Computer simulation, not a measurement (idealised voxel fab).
You're looking at the process module voxel gate over fins.
Each square cell in cross-section cut measures 5 nm, and the section as a whole is 225 nm wide.
Heads up, the way a cross-section reads in here is a grid of square cells, handed over as bands from the top down, with every band being one or more rows of cells.
Basically the band line says how high the top is and how high the bottom is, in nm, and then what's in it from left to right, every material with its width in nm. Empty space shows up as "air", and if a single material carries "edge to edge" it runs the full band edge to edge.
For the purposes of this specification, 0 denotes the height below which the wafer in its as-received condition is composed wholly of one material, and the lowermost band, lacking a lower limit, extends downward without end, as expressed in "from 0 down".
Width "30 to 40": first value at the band's top row of cells, second value at its bottom row, equal change from row to row.
You'll sometimes find "nothing got changed" written for a step, and that's the way of saying that nowhere in the cross-section did a cell change during that step.
"Voids, sealed": sealed empty spaces, 8 cells or more, no open way to top, listed width x height at distance, with distance from the left edge and width, height and distance in nm.
after a step's settings: what the simulator itself notes on the step
The "overlay nm" setting may appear on a step's line; for a step that uses a mask, it gives how far to the right of its planned position the mask lay, and a negative value indicates the left.

**List of planned process steps**
1) RECEIVE,material Si
2) CONFORMAL_DEP,material SiN,thk nm 5
3) PATTERN,tone cover,mask id FINS,material resist,width nm 15,pitch nm 45,thk nm 20,overlay nm 0
4) DIRECTIONAL_ETCH,etch materials SiN,depth nm 5
5) DIRECTIONAL_ETCH,etch materials Si,depth nm 35
6) STRIP,etch materials resist
7) OXIDIZE,depth nm 5
8) FILL_DEP,material SiO2,thk nm 5
9) CMP,height nm 5
10) SELECTIVE_ETCH,etch materials SiO2,depth nm 15
11) STRIP,etch materials SiN
12) CONFORMAL_DEP,material HfO2,thk nm 5
13) CONFORMAL_DEP,material TiN,thk nm 5
14) FILL_DEP,material W,thk nm 15
15) CMP,height nm 20
16) CONFORMAL_DEP,material SiN,thk nm 10

**as received, after step 1**
	from 0 down | Si edge to edge
	Voids, sealed: none

**Cross-section at module end, one run error; start and plan unchanged from above**
	from 30 to 20 | SiN edge to edge
	from 20 to 10 | W edge to edge
	from 10 to 5 | W: 50, TiN: 25, W: 20, TiN: 25, W: 20, TiN: 25, W: 60
	from 5 to 0 | W: 50, TiN: 5, HfO2: 15, TiN: 5, W: 20, TiN: 5, HfO2: 15, TiN: 5, W: 20, TiN: 5, HfO2: 15, TiN: 5, W: 60
	from 0 to -5 | TiN: 55, HfO2: 5, Si: 5, HfO2: 5, TiN: 30, HfO2: 5, Si: 5, HfO2: 5, TiN: 30, HfO2: 5, Si: 5, HfO2: 5, TiN: 65
	from -5 to -10 | HfO2: 60, Si: 5, HfO2: 40, Si: 5, HfO2: 40, Si: 5, HfO2: 70
	from -10 to -40 | SiO2: 60, Si: 5, SiO2: 40, Si: 5, SiO2: 40, Si: 5, SiO2: 70
	from -40 down | Si edge to edge
	Voids, sealed: none
Here's what went sideways: off-plan run, step 3, actual operation and settings PATTERN,tone cover,mask id FINS,material resist,width nm 15,pitch nm 45,thk nm 20,overlay nm -5
